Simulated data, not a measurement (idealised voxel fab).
Name of the process module below: voxel wiring stack
This is section cut - it's 255 nm across, gridded in 5 nm square cells.
We lay out every cross-section as a grid of square cells and spell it out in bands from the top down, where one band means one or more rows of cells.
This entry defines a band. It first specifies the height of the band's top and the height of its bottom in nm, and then specifies the band's materials from left to right, stating each material with its width in nm. The word "all across" identifies a single material that fills the band from edge to edge, while the word "air" identifies empty space.
Convention: height 0 is the level below which the wafer, as received, is all one material. The lowest band does not terminate at the bottom but continues downward, represented as "0 and below".
The width entry "30->40" should be interpreted row by row: the top row of cells in the band takes the first number, the bottom row takes the second number, and the change between adjacent rows is uniform throughout.
Take "no alteration" at face value: in the step it is given for, the cross-section changed in none of its cells.
Listed in "Sealed void inventory": every empty space of 8 or more cells without an open way to the top. Form: width x height at distance, the distance being from the left edge, all in nm.
Heads up: the bit after the settings on a step's line is the simulator's remark on that step.
For masked steps, "overlay nm" on the step line gives how far right of plan the mask actually lay; a minus sign means it lay to the left.

Here's what the planned process steps look like
1 RECEIVE (material Si)
2 CONFORMAL_DEP (material SiO2; thk nm 15)
3 CONFORMAL_DEP (material SiN; thk nm 5)
4 DIRECTIONAL_DEP (material lowk; thk nm 15)
5 DIRECTIONAL_DEP (material aC; thk nm 10)
6 PATTERN (tone open; mask id METAL_1; material resist; width nm 20; pitch nm 35; thk nm 25; overlay nm 0)
7 DIRECTIONAL_ETCH (etch materials aC; depth nm 10)
8 STRIP (etch materials resist)
9 DIRECTIONAL_ETCH (etch materials lowk; depth nm 15)
10 DIRECTIONAL_ETCH (etch materials SiN; depth nm 5)
11 STRIP (etch materials aC)
12 CONFORMAL_DEP (material TiN; thk nm 5)
13 FILL_DEP (material Cu; thk nm 10)
14 CMP (height nm 35)
15 CONFORMAL_DEP (material SiCN; thk nm 5)
16 DIRECTIONAL_DEP (material lowk; thk nm 30)
17 PATTERN (tone open; mask id METAL_2_HOLES; material resist; width nm 15; pitch nm 70; thk nm 15; overlay nm 0)
18 DIRECTIONAL_ETCH (etch materials lowk; depth nm 30)
19 STRIP (etch materials resist)
20 MASKED_ETCH (tone open; mask id METAL_2; width nm 20; pitch nm 35; etch materials lowk; depth nm 20; overlay nm 0)
21 MASKED_ETCH (tone open; mask id METAL_2; width nm 20; pitch nm 35; etch materials SiCN; depth nm 5; overlay nm 0)
22 CONFORMAL_DEP (material TiN; thk nm 5)
23 FILL_DEP (material Cu; thk nm 5)
24 CMP (height nm 70)
25 CONFORMAL_DEP (material SiN; thk nm 5)

First of two wafers - as planned

Cross-section of the wafer as it came to us, i.e., already through step 1
- 0 and below: Si all across
- Sealed void inventory: none

Sectional view: wafer, after step 2
- 15 down to 0: SiO2 all across
- Below a height of 0, the structure has not been altered.

Sectional view: wafer, after step 3
- 20 down to 15: SiN all across
- Below a height of 15, the structure has not been altered.

Sectional view: wafer, after step 4
- 35 down to 20: lowk all across
- Below a height of 20, the structure has not been altered.

Sectional view: wafer, after step 5
- 45 down to 35: aC all across
- Below a height of 35, the structure has not been altered.

Sectional view: wafer, after step 6
- 70 down to 45: 65 nm resist / 20 nm air / 15 nm resist / 20 nm air / 15 nm resist / 20 nm air / 15 nm resist / 20 nm air / 65 nm resist
- Below a height of 45, the structure has not been altered.

Sectional view: wafer, after step 7
- 60 down to 45: 65 nm resist / 20 nm air / 15 nm resist / 20 nm air / 15 nm resist / 20 nm air / 15 nm resist / 20 nm air / 65 nm resist
- 45 down to 35: 65 nm aC / 20 nm air / 15 nm aC / 20 nm air / 15 nm aC / 20 nm air / 15 nm aC / 20 nm air / 65 nm aC
- Below a height of 35, the structure has not been altered.

Sectional view: wafer, after step 8
- 45 down to 35: 65 nm aC / 20 nm air / 15 nm aC / 20 nm air / 15 nm aC / 20 nm air / 15 nm aC / 20 nm air / 65 nm aC
- Below a height of 35, the structure has not been altered.

Sectional view: wafer, after step 9
- 45 down to 35: 65 nm aC / 20 nm air / 15 nm aC / 20 nm air / 15 nm aC / 20 nm air / 15 nm aC / 20 nm air / 65 nm aC
- 35 down to 20: 65 nm lowk / 20 nm air / 15 nm lowk / 20 nm air / 15 nm lowk / 20 nm air / 15 nm lowk / 20 nm air / 65 nm lowk
- Below a height of 20, the structure has not been altered.

Sectional view: wafer, after step 10
- 45 down to 35: 65 nm aC / 20 nm air / 15 nm aC / 20 nm air / 15 nm aC / 20 nm air / 15 nm aC / 20 nm air / 65 nm aC
- 35 down to 20: 65 nm lowk / 20 nm air / 15 nm lowk / 20 nm air / 15 nm lowk / 20 nm air / 15 nm lowk / 20 nm air / 65 nm lowk
- 20 down to 15: 65 nm SiN / 20 nm air / 15 nm SiN / 20 nm air / 15 nm SiN / 20 nm air / 15 nm SiN / 20 nm air / 65 nm SiN
- Below a height of 15, the structure has not been altered.

Sectional view: wafer, after step 11
- 35 down to 20: 65 nm lowk / 20 nm air / 15 nm lowk / 20 nm air / 15 nm lowk / 20 nm air / 15 nm lowk / 20 nm air / 65 nm lowk
- Below a height of 20, the structure has not been altered.

Sectional view: wafer, after step 12
- 40 down to 35: 70 nm TiN / 10 nm air / 25 nm TiN / 10 nm air / 25 nm TiN / 10 nm air / 25 nm TiN / 10 nm air / 70 nm TiN
- 35 down to 20: 65 nm lowk / 5 nm TiN / 10 nm air / 5 nm TiN / 15 nm lowk / 5 nm TiN / 10 nm air / 5 nm TiN / 15 nm lowk / 5 nm TiN / 10 nm air / 5 nm TiN / 15 nm lowk / 5 nm TiN / 10 nm air / 5 nm TiN / 65 nm lowk
- 20 down to 15: 65 nm SiN / 20 nm TiN / 15 nm SiN / 20 nm TiN / 15 nm SiN / 20 nm TiN / 15 nm SiN / 20 nm TiN / 65 nm SiN
- Below a height of 15, the structure has not been altered.

Sectional view: wafer, after step 13
- 50 down to 40: Cu all across
- 40 down to 35: 70 nm TiN / 10 nm Cu / 25 nm TiN / 10 nm Cu / 25 nm TiN / 10 nm Cu / 25 nm TiN / 10 nm Cu / 70 nm TiN
- 35 down to 20: 65 nm lowk / 5 nm TiN / 10 nm Cu / 5 nm TiN / 15 nm lowk / 5 nm TiN / 10 nm Cu / 5 nm TiN / 15 nm lowk / 5 nm TiN / 10 nm Cu / 5 nm TiN / 15 nm lowk / 5 nm TiN / 10 nm Cu / 5 nm TiN / 65 nm lowk
- Below a height of 20, the structure has not been altered.

Sectional view: wafer, after step 14
- 35 down to 20: 65 nm lowk / 5 nm TiN / 10 nm Cu / 5 nm TiN / 15 nm lowk / 5 nm TiN / 10 nm Cu / 5 nm TiN / 15 nm lowk / 5 nm TiN / 10 nm Cu / 5 nm TiN / 15 nm lowk / 5 nm TiN / 10 nm Cu / 5 nm TiN / 65 nm lowk
- Below a height of 20, the structure has not been altered.

Sectional view: wafer, after step 15
- 40 down to 35: SiCN all across
- Below a height of 35, the structure has not been altered.

Sectional view: wafer, after step 16
- 70 down to 40: lowk all across
- Below a height of 40, the structure has not been altered.

Sectional view: wafer, after step 17
- 85 down to 70: 65 nm resist / 15 nm air / 55 nm resist / 15 nm air / 105 nm resist
- Below a height of 70, the structure has not been altered.

Sectional view: wafer, after step 18
- 85 down to 70: 65 nm resist / 15 nm air / 55 nm resist / 15 nm air / 105 nm resist
- 70 down to 40: 65 nm lowk / 15 nm air / 55 nm lowk / 15 nm air / 105 nm lowk
- Below a height of 40, the structure has not been altered.

Sectional view: wafer, after step 19
- 70 down to 40: 65 nm lowk / 15 nm air / 55 nm lowk / 15 nm air / 105 nm lowk
- Below a height of 40, the structure has not been altered.

Sectional view: wafer, after step 20
- 70 down to 50: 65 nm lowk / 20 nm air / 15 nm lowk / 20 nm air / 15 nm lowk / 20 nm air / 15 nm lowk / 20 nm air / 65 nm lowk
- Below a height of 50, the structure has not been altered.

Sectional view: wafer, after step 21
- 70 down to 50: 65 nm lowk / 20 nm air / 15 nm lowk / 20 nm air / 15 nm lowk / 20 nm air / 15 nm lowk / 20 nm air / 65 nm lowk
- 50 down to 40: 65 nm lowk / 15 nm air / 55 nm lowk / 15 nm air / 105 nm lowk
- 40 down to 35: 65 nm SiCN / 15 nm air / 55 nm SiCN / 15 nm air / 105 nm SiCN
- Below a height of 35, the structure has not been altered.

Sectional view: wafer, after step 22
- 75 down to 70: 70 nm TiN / 10 nm air / 25 nm TiN / 10 nm air / 25 nm TiN / 10 nm air / 25 nm TiN / 10 nm air / 70 nm TiN
- 70 down to 55: 65 nm lowk / 5 nm TiN / 10 nm air / 5 nm TiN / 15 nm lowk / 5 nm TiN / 10 nm air / 5 nm TiN / 15 nm lowk / 5 nm TiN / 10 nm air / 5 nm TiN / 15 nm lowk / 5 nm TiN / 10 nm air / 5 nm TiN / 65 nm lowk
- 55 down to 50: 65 nm lowk / 5 nm TiN / 5 nm air / 10 nm TiN / 15 nm lowk / 20 nm TiN / 15 nm lowk / 5 nm TiN / 5 nm air / 10 nm TiN / 15 nm lowk / 20 nm TiN / 65 nm lowk
- 50 down to 40: 65 nm lowk / 5 nm TiN / 5 nm air / 5 nm TiN / 55 nm lowk / 5 nm TiN / 5 nm air / 5 nm TiN / 105 nm lowk
- 40 down to 35: 65 nm SiCN / 15 nm TiN / 55 nm SiCN / 15 nm TiN / 105 nm SiCN
- Below a height of 35, the structure has not been altered.

Sectional view: wafer, after step 23
- 80 down to 75: Cu all across
- 75 down to 70: 70 nm TiN / 10 nm Cu / 25 nm TiN / 10 nm Cu / 25 nm TiN / 10 nm Cu / 25 nm TiN / 10 nm Cu / 70 nm TiN
- 70 down to 55: 65 nm lowk / 5 nm TiN / 10 nm Cu / 5 nm TiN / 15 nm lowk / 5 nm TiN / 10 nm Cu / 5 nm TiN / 15 nm lowk / 5 nm TiN / 10 nm Cu / 5 nm TiN / 15 nm lowk / 5 nm TiN / 10 nm Cu / 5 nm TiN / 65 nm lowk
- 55 down to 50: 65 nm lowk / 5 nm TiN / 5 nm Cu / 10 nm TiN / 15 nm lowk / 20 nm TiN / 15 nm lowk / 5 nm TiN / 5 nm Cu / 10 nm TiN / 15 nm lowk / 20 nm TiN / 65 nm lowk
- 50 down to 40: 65 nm lowk / 5 nm TiN / 5 nm Cu / 5 nm TiN / 55 nm lowk / 5 nm TiN / 5 nm Cu / 5 nm TiN / 105 nm lowk
- Below a height of 40, the structure has not been altered.

Sectional view: wafer, after step 24
- 70 down to 55: 65 nm lowk / 5 nm TiN / 10 nm Cu / 5 nm TiN / 15 nm lowk / 5 nm TiN / 10 nm Cu / 5 nm TiN / 15 nm lowk / 5 nm TiN / 10 nm Cu / 5 nm TiN / 15 nm lowk / 5 nm TiN / 10 nm Cu / 5 nm TiN / 65 nm lowk
- Below a height of 55, the structure has not been altered.

Sectional view: wafer, after step 25
- 75 down to 70: SiN all across
- Below a height of 70, the structure has not been altered.

It is to be noted that the second wafer proceeded from the same initial state and according to the same plan as the first, although one mistake was committed in its execution; through step 14, inclusive, the two wafers share an identical history

Second wafer profile in section, at the moment step 15 of the plan was meant to be complete
- 65 down to 35: lowk all across
- Below a height of 35, the structure has not been altered.

Second wafer profile in section, at the moment step 16 of the plan was meant to be complete
- 70 down to 65: SiCN all across
- Below a height of 65, the structure has not been altered.

Second wafer profile in section, at the moment step 17 of the plan was meant to be complete
- 85 down to 70: 65 nm resist / 15 nm air / 55 nm resist / 15 nm air / 105 nm resist
- Below a height of 70, the structure has not been altered.

Second wafer profile in section, at the moment step 18 of the plan was meant to be complete: no alteration

Second wafer profile in section, at the moment step 19 of the plan was meant to be complete
- 70 down to 65: SiCN all across
- Below a height of 65, the structure has not been altered.

Second wafer profile in section, at the moment step 20 of the plan was meant to be complete: no alteration

Second wafer profile in section, at the moment step 21 of the plan was meant to be complete
- 70 down to 65: 65 nm SiCN / 20 nm air / 15 nm SiCN / 20 nm air / 15 nm SiCN / 20 nm air / 15 nm SiCN / 20 nm air / 65 nm SiCN
- Below a height of 65, the structure has not been altered.

Second wafer profile in section, at the moment step 22 of the plan was meant to be complete
- 75 down to 70: 70 nm TiN / 10 nm air / 25 nm TiN / 10 nm air / 25 nm TiN / 10 nm air / 25 nm TiN / 10 nm air / 70 nm TiN
- 70 down to 65: 65 nm SiCN / 20 nm TiN / 15 nm SiCN / 20 nm TiN / 15 nm SiCN / 20 nm TiN / 15 nm SiCN / 20 nm TiN / 65 nm SiCN
- Below a height of 65, the structure has not been altered.

Second wafer profile in section, at the moment step 23 of the plan was meant to be complete
- 80 down to 75: Cu all across
- 75 down to 70: 70 nm TiN / 10 nm Cu / 25 nm TiN / 10 nm Cu / 25 nm TiN / 10 nm Cu / 25 nm TiN / 10 nm Cu / 70 nm TiN
- Below a height of 70, the structure has not been altered.

Second wafer profile in section, at the moment step 24 of the plan was meant to be complete
- 70 down to 65: 65 nm SiCN / 20 nm TiN / 15 nm SiCN / 20 nm TiN / 15 nm SiCN / 20 nm TiN / 15 nm SiCN / 20 nm TiN / 65 nm SiCN
- Below a height of 65, the structure has not been altered.

Second wafer profile in section, at the moment step 25 of the plan was meant to be complete
- 75 down to 70: SiN all across
- Below a height of 70, the structure has not been altered.
What was the processing mistake? swap of plan steps 15 and 16 during execution
Final comparison by cell count, materials where the second wafer has more or fewer than the first: Cu -30, SiCN -10, TiN -36, lowk +76
